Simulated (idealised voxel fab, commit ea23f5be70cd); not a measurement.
Presented below is a process module, voxel ribs on slabs.
Shown is cross-section cut, with a width of 280 nm and square cells of size 5 nm.
Format of a cross-section: grid, square cells. Given as bands. Order: top down. Band: one or more rows of cells. Top, bottom (nm), then materials left to right with widths (nm); lone material tagged "throughout" fills the whole band edge to edge; "blank" = empty space. Height reference: 0 = level under which incoming wafer is all one material. Lowest band: no bottom, runs on downward, e.g. "0 nm and below". Top row gets the first number, bottom row gets the second, and each row in between changes by the same step: that is how a band width like "30->40" works. Take "no change occurred" at face value: in the step it is given for, the cross-section changed in none of its cells. Listed in "Closed void listing": every empty space of 8 or more cells without an open way to the top. Form: width x height at distance, the distance being from the left edge, all in nm. Text after the settings on a step's line: the simulator's own remark on that step. Regarding "overlay nm": on a step with a mask, it is the distance the mask lay to the right of its planned place; a negative value places it to the left.

### The following list gives the planned process steps
1. RECEIVE, material Si
2. DIRECTIONAL_DEP, material SiO2, thk nm 25
3. DIRECTIONAL_DEP, material polySi, thk nm 15
4. DIRECTIONAL_DEP, material aC, thk nm 10
5. PATTERN, tone cover, mask id RIB, material resist, width nm 15, thk nm 30, overlay nm 0
6. DIRECTIONAL_ETCH, etch materials aC, depth nm 10
7. STRIP, etch materials resist
8. DIRECTIONAL_ETCH, etch materials polySi, depth nm 10
9. STRIP, etch materials aC
10. DIRECTIONAL_DEP, material aC, thk nm 15
11. PATTERN, tone cover, mask id SLAB, material resist, width nm 55, thk nm 35, overlay nm 0
12. DIRECTIONAL_ETCH, etch materials aC, depth nm 15
13. STRIP, etch materials resist
14. DIRECTIONAL_ETCH, etch materials polySi, depth nm 5
15. STRIP, etch materials aC
16. FILL_DEP, material SiO2, thk nm 20
17. CMP, height nm 50
18. DIRECTIONAL_DEP, material TiN, thk nm 5
19. DIRECTIONAL_DEP, material aC, thk nm 15
20. PATTERN, tone cover, mask id HEATER, material resist, width nm 25, thk nm 35, overlay nm 0
21. DIRECTIONAL_ETCH, etch materials aC, depth nm 15
22. STRIP, etch materials resist
23. DIRECTIONAL_ETCH, etch materials TiN, depth nm 5
24. STRIP, etch materials aC
25. CONFORMAL_DEP, material SiO2, thk nm 10

### Incoming wafer in cross-section (state: after step 1)
* 0 nm and below | Si throughout
* Closed void listing: none

### The module was run from the start shown above using the plan shown above, but one mistake was made doing it; the resulting wafer cross-section is below
* 65 nm to 60 nm | blank: 115 | SiO2: 45 | blank: 120
* 60 nm to 55 nm | SiO2 throughout
* 55 nm to 50 nm | SiO2: 125 | TiN: 25 | SiO2: 130
* 50 nm to 40 nm | SiO2: 130->110 | polySi: 15->55 | SiO2: 135->115
* 40 nm to 25 nm | polySi throughout
* 25 nm to 0 nm | SiO2 throughout
* 0 nm and below | Si throughout
* Closed void listing: none
The plan and the run diverged here: it should be noted that step 3 of the plan was executed twice
